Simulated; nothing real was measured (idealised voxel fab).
voxel gate over fins: a process module
Displayed cross-section: cut, width of 205 nm, square cells sized 5 nm.
Cross-section layout: square cells on a grid; listed as bands, top to bottom; a band spans one or more cell rows.
Band entry format. Leading values: height of top, height of bottom, nm. Remainder: materials in left-to-right order, each with its width in nm. Special words: "everywhere" on a single material, which then fills the band edge to edge; "air", empty space.
Where do heights start? At 0: under that level the wafer as delivered is made of one material only. And the lowest band has no floor; it just carries on downward, as in "z 0 and below".
The notation "30->40" denotes a width that varies across the rows of cells in the band, beginning at the first number in the top row, finishing at the second number in the bottom row, and changing by an identical amount from each row to the next.
What does "no alteration" mean for a step? It means no cell of the cross-section changed in that step.
"Closed void entries" contains a list of empty spaces, each no smaller than 8 cells and without an open way to the top, written in the form width x height at distance with the distance from the left edge and all three in nm.
It should be noted that, on the line of a given step, the content following the step's settings is a remark produced by the simulator itself with respect to that step.
overlay nm: mask right of planned place by this much (step with mask). Neg. = left.
-- The steps planned for the process are as follows
step 1: RECEIVE, material Si
step 2: CONFORMAL_DEP, material SiN, thk nm 5
step 3: MASKED_ETCH, tone cover, mask id FINS, width nm 15, pitch nm 40, etch materials SiN, depth nm 5, overlay nm 0
step 4: MASKED_ETCH, tone cover, mask id FINS, width nm 15, pitch nm 40, etch materials Si, depth nm 40, overlay nm 0
step 5: OXIDIZE, depth nm 5
step 6: FILL_DEP, material SiO2, thk nm 5
step 7: CMP, height nm 5
step 8: SELECTIVE_ETCH, etch materials SiO2, depth nm 15
step 9: STRIP, etch materials SiN
step 10: CONFORMAL_DEP, material HfO2, thk nm 5
step 11: CONFORMAL_DEP, material TiN, thk nm 5
step 12: FILL_DEP, material W, thk nm 15
step 13: CMP, height nm 20
step 14: CONFORMAL_DEP, material SiCN, thk nm 10
-- Incoming wafer, cross-sectional view, post step 1
  z 0 and below: Si everywhere
  Closed void entries: none
-- Cross-section, first of two wafers, end of module, run as planned
  z 30 to 20: SiCN everywhere
  z 20 to 10: W everywhere
  z 10 to 5: 70 W  25 TiN  15 W  25 TiN  70 W
  z 5 to 0: 70 W  5 TiN  15 HfO2  5 TiN  15 W  5 TiN  15 HfO2  5 TiN  70 W
  z 0 to -5: 75 TiN  5 HfO2  5 Si  5 HfO2  25 TiN  5 HfO2  5 Si  5 HfO2  75 TiN
  z -5 to -10: 80 HfO2  5 Si  35 HfO2  5 Si  80 HfO2
  z -10 to -45: 80 SiO2  5 Si  35 SiO2  5 Si  80 SiO2
  z -45 and below: Si everywhere
  Closed void entries: none
-- Cross-section, wafer two of two, end of module: same start and plan as wafer one, one error in execution
  z 30 to 20: SiCN everywhere
  z 20 to 5: W everywhere
  z 5 to 0: 70 W  25 TiN  15 W  25 TiN  70 W
  z 0 to -5: 75 TiN  15 HfO2  25 TiN  15 HfO2  75 TiN
  z -5 to -10: 80 HfO2  5 Si  35 HfO2  5 Si  80 HfO2
  z -10 to -45: 80 SiO2  5 Si  35 SiO2  5 Si  80 SiO2
  z -45 and below: Si everywhere
  Closed void entries: none
Here's what went sideways: step 2 from the plan never happened, it was just skipped
The closing comparison, in cells, has the second wafer with more or fewer of some materials than the first: HfO2: 4 fewer | Si: 2 fewer | TiN: 4 fewer | W: 10 more
